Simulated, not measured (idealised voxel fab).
process module | voxel self aligned contacts
cross-section cut | 180 nm wide | cells 5 nm
A cross-section is a grid of square cells, given in bands from the top down. A band is one or more rows of cells.
Each band's line starts with the height of the band's top and of its bottom, in nm. Then come its materials from left to right, each with its width in nm. One material with "throughout" fills the band from edge to edge. "air" is empty space.
Height 0 is the level under which the wafer as received is all one material. The lowest band goes on downwards, as in "0 down".
A width such as "30 to 40" changes by the same amount from each row of cells to the next, from the band's top row to its bottom row.
"no change" after a step means that no cell of the cross-section changed.
closed voids: empty space of 8 cells or more with no open way to the top, each as width x height at its distance from the left edge, in nm
after a step's settings: what the simulator itself notes on the step
overlay nm, on a step with a mask: how far to the right of its planned place the mask lay; to the left if negative
plan
1 op RECEIVE | material Si
2 op OXIDIZE | depth nm 5
3 op DIRECTIONAL_DEP | material polySi | thk nm 20
4 op DIRECTIONAL_DEP | material SiN | thk nm 20
5 op MASKED_ETCH | tone cover | mask id GATE | width nm 25 | pitch nm 60 | etch materials SiN | depth nm 20 | overlay nm 0
6 op MASKED_ETCH | tone cover | mask id GATE | width nm 25 | pitch nm 60 | etch materials polySi | depth nm 20 | overlay nm 0
7 op CONFORMAL_DEP | material SiN | thk nm 5
8 op DIRECTIONAL_ETCH | etch materials SiN | depth nm 5
9 op FILL_DEP | material SiO2 | thk nm 15
10 op CMP | height nm 45
11 op PATTERN | tone open | mask id CONTACT | material resist | width nm 45 | pitch nm 60 | thk nm 15 | overlay nm 0
12 op DIRECTIONAL_ETCH | etch materials SiO2 | depth nm 50
13 op STRIP | etch materials resist
14 op CONFORMAL_DEP | material TiN | thk nm 5
15 op FILL_DEP | material Ru | thk nm 10
16 op CMP | height nm 45
17 op CONFORMAL_DEP | material SiCN | thk nm 5
as received, after step 1
  0 down: Si throughout
  closed voids: none
first wafer at the end, as planned
  50 to 45: SiCN throughout
  45 to 40: SiO2 35 | TiN 15 | Ru 15 | TiN 15 | SiO2 15 | TiN 15 | Ru 15 | TiN 15 | SiO2 40
  40 to 20: SiO2 10 | SiN 35 | TiN 5 | Ru 15 | TiN 5 | SiN 35 | TiN 5 | Ru 15 | TiN 5 | SiN 35 | SiO2 15
  20 to 0: SiO2 10 | SiN 5 | polySi 25 | SiN 5 | TiN 5 | Ru 15 | TiN 5 | SiN 5 | polySi 25 | SiN 5 | TiN 5 | Ru 15 | TiN 5 | SiN 5 | polySi 25 | SiN 5 | SiO2 15
  0 to -5: SiO2 45 | TiN 25 | SiO2 35 | TiN 25 | SiO2 50
  -5 down: Si throughout
  closed voids: none
second wafer at the end: like start, like plan, one mistake
  50 to 45: SiCN throughout
  45 to 40: SiO2 35 | TiN 45 | SiO2 15 | TiN 45 | SiO2 40
  40 to 20: SiN 20 | SiO2 15 | SiN 45 | SiO2 15 | SiN 45 | SiO2 15 | SiN 25
  20 to 0: polySi throughout
  0 to -5: SiO2 throughout
  -5 down: Si throughout
  closed voids: none
what went wrong: step 5 ran as: op MASKED_ETCH | tone open | mask id GATE | width nm 25 | pitch nm 60 | etch materials SiN | depth nm 20 | overlay nm 0
at the end the second wafer has, in cells: 54 fewer of Ru | 6 more of SiO2 | 36 fewer of TiN | 84 more of polySi
